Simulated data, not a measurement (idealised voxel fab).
A process module follows: voxel ribs on slabs.
Cross-section cut: width 235 nm, square cells of 5 nm.
For the purposes of this document, a cross-section shall be understood as a grid of square cells, specified as bands listed in top-to-bottom order, each band consisting of one or more rows of cells.
Quick guide to a band line: top height, bottom height (nm) up front; then every material left to right with its width in nm. Only one material and it's marked "full width"? Then it fills the band edge to edge. And "blank" just means empty space.
We count height from 0. Below that, the starting wafer is all one material. The lowest band never ends at the bottom but goes on down; see "0 -> down" for how that is written.
When a width is written as two numbers, as in "30->40", the first number is the width in the top row of cells of the band and the second is the width in its bottom row, and the width changes by the same amount from each row to the next.
Where the words "stayed the same" appear for a step, the cross-section shows no cell changed by that step; every cell remained as before.
Sealed cavities: empty space of 8 cells or more with no open way to the top, each as width x height at its distance from the left edge, in nm
Read whatever lies past the settings on a step's line as the simulator's own remark about the step.
"overlay nm" on a masked step: distance the mask lay right of its planned place, negative for left.
# The process steps that were planned are listed below
1 RECEIVE | material Si
2 DIRECTIONAL_DEP | material SiO2 | thk nm 25
3 DIRECTIONAL_DEP | material polySi | thk nm 20
4 DIRECTIONAL_DEP | material aC | thk nm 10
5 PATTERN | tone cover | mask id RIB | material resist | width nm 30 | thk nm 25 | overlay nm 0
6 DIRECTIONAL_ETCH | etch materials aC | depth nm 10
7 STRIP | etch materials resist
8 DIRECTIONAL_ETCH | etch materials polySi | depth nm 10
9 STRIP | etch materials aC
10 MASKED_ETCH | tone cover | mask id SLAB | width nm 80 | etch materials polySi | depth nm 10 | overlay nm 0
11 FILL_DEP | material SiO2 | thk nm 25
12 CMP | height nm 60
13 DIRECTIONAL_DEP | material TiN | thk nm 5
14 PATTERN | tone cover | mask id HEATER | material resist | width nm 40 | thk nm 15 | overlay nm 0
15 DIRECTIONAL_ETCH | etch materials TiN | depth nm 5
16 STRIP | etch materials resist
17 CONFORMAL_DEP | material SiO2 | thk nm 5
# The first of the two wafers, which ran as planned
# Incoming wafer in cross-section (state: after step 1)
0 -> down: Si full width
Sealed cavities: none
# Sectional view: wafer, after step 2
25 -> 0: SiO2 full width
Everything under 0 stays put, no change at all.
# Sectional view: wafer, after step 3
45 -> 25: polySi full width
Everything under 25 stays put, no change at all.
# Sectional view: wafer, after step 4
55 -> 45: aC full width
Everything under 45 stays put, no change at all.
# Sectional view: wafer, after step 5
80 -> 55: blank (100), then resist (30), then blank (105)
Everything under 55 stays put, no change at all.
# Sectional view: wafer, after step 6
70 -> 55: blank (100), then resist (30), then blank (105)
55 -> 45: blank (100), then aC (30), then blank (105)
Everything under 45 stays put, no change at all.
# Sectional view: wafer, after step 7
55 -> 45: blank (100), then aC (30), then blank (105)
Everything under 45 stays put, no change at all.
# Sectional view: wafer, after step 8
55 -> 45: blank (100), then aC (30), then blank (105)
45 -> 35: blank (100), then polySi (30), then blank (105)
Everything under 35 stays put, no change at all.
# Sectional view: wafer, after step 9
45 -> 35: blank (100), then polySi (30), then blank (105)
Everything under 35 stays put, no change at all.
# Sectional view: wafer, after step 10
45 -> 35: blank (100), then polySi (30), then blank (105)
35 -> 25: blank (75), then polySi (80), then blank (80)
Everything under 25 stays put, no change at all.
# Sectional view: wafer, after step 11
70 -> 45: SiO2 full width
45 -> 35: SiO2 (100), then polySi (30), then SiO2 (105)
35 -> 25: SiO2 (75), then polySi (80), then SiO2 (80)
Everything under 25 stays put, no change at all.
# Sectional view: wafer, after step 12
60 -> 45: SiO2 full width
Everything under 45 stays put, no change at all.
# Sectional view: wafer, after step 13
65 -> 60: TiN full width
Everything under 60 stays put, no change at all.
# Sectional view: wafer, after step 14
80 -> 65: blank (95), then resist (40), then blank (100)
Everything under 65 stays put, no change at all.
# Sectional view: wafer, after step 15
80 -> 65: blank (95), then resist (40), then blank (100)
65 -> 60: blank (95), then TiN (40), then blank (100)
Everything under 60 stays put, no change at all.
# Sectional view: wafer, after step 16
65 -> 60: blank (95), then TiN (40), then blank (100)
Everything under 60 stays put, no change at all.
# Sectional view: wafer, after step 17
70 -> 65: blank (90), then SiO2 (50), then blank (95)
65 -> 60: SiO2 (95), then TiN (40), then SiO2 (100)
Everything under 60 stays put, no change at all.
# Wafer two. Same start, same plan, one slip in execution. Same as wafer one through step 1, inclusive
# Second wafer cross-section, taken as of the time the plan sets for step 2 to be done
50 -> 0: SiO2 full width
Everything under 0 stays put, no change at all.
# Second wafer cross-section, taken as of the time the plan sets for step 3 to be done
70 -> 50: polySi full width
Everything under 50 stays put, no change at all.
# Second wafer cross-section, taken as of the time the plan sets for step 4 to be done
80 -> 70: aC full width
Everything under 70 stays put, no change at all.
# Second wafer cross-section, taken as of the time the plan sets for step 5 to be done
105 -> 80: blank (100), then resist (30), then blank (105)
Everything under 80 stays put, no change at all.
# Second wafer cross-section, taken as of the time the plan sets for step 6 to be done
95 -> 80: blank (100), then resist (30), then blank (105)
80 -> 70: blank (100), then aC (30), then blank (105)
Everything under 70 stays put, no change at all.
# Second wafer cross-section, taken as of the time the plan sets for step 7 to be done
80 -> 70: blank (100), then aC (30), then blank (105)
Everything under 70 stays put, no change at all.
# Second wafer cross-section, taken as of the time the plan sets for step 8 to be done
80 -> 70: blank (100), then aC (30), then blank (105)
70 -> 60: blank (100), then polySi (30), then blank (105)
Everything under 60 stays put, no change at all.
# Second wafer cross-section, taken as of the time the plan sets for step 9 to be done
70 -> 60: blank (100), then polySi (30), then blank (105)
Everything under 60 stays put, no change at all.
# Second wafer cross-section, taken as of the time the plan sets for step 10 to be done
70 -> 60: blank (100), then polySi (30), then blank (105)
60 -> 50: blank (75), then polySi (80), then blank (80)
Everything under 50 stays put, no change at all.
# Second wafer cross-section, taken as of the time the plan sets for step 11 to be done
95 -> 70: SiO2 full width
70 -> 60: SiO2 (100), then polySi (30), then SiO2 (105)
60 -> 50: SiO2 (75), then polySi (80), then SiO2 (80)
Everything under 50 stays put, no change at all.
# Second wafer cross-section, taken as of the time the plan sets for step 12 to be done
60 -> 50: SiO2 (75), then polySi (80), then SiO2 (80)
Everything under 50 stays put, no change at all.
# Second wafer cross-section, taken as of the time the plan sets for step 13 to be done
65 -> 60: TiN full width
Everything under 60 stays put, no change at all.
# Second wafer cross-section, taken as of the time the plan sets for step 14 to be done
80 -> 65: blank (95), then resist (40), then blank (100)
Everything under 65 stays put, no change at all.
# Second wafer cross-section, taken as of the time the plan sets for step 15 to be done
80 -> 65: blank (95), then resist (40), then blank (100)
65 -> 60: blank (95), then TiN (40), then blank (100)
Everything under 60 stays put, no change at all.
# Second wafer cross-section, taken as of the time the plan sets for step 16 to be done
65 -> 60: blank (95), then TiN (40), then blank (100)
Everything under 60 stays put, no change at all.
# Second wafer cross-section, taken as of the time the plan sets for step 17 to be done
70 -> 65: blank (90), then SiO2 (50), then blank (95)
65 -> 60: SiO2 (95), then TiN (40), then SiO2 (100)
Everything under 60 stays put, no change at all.
What was the processing mistake? step 2 of the plan was performed twice
Looking at both finished wafers in cells, the second ends up ahead of or behind the first on some materials: 12 more of SiO2 | 12 fewer of polySi
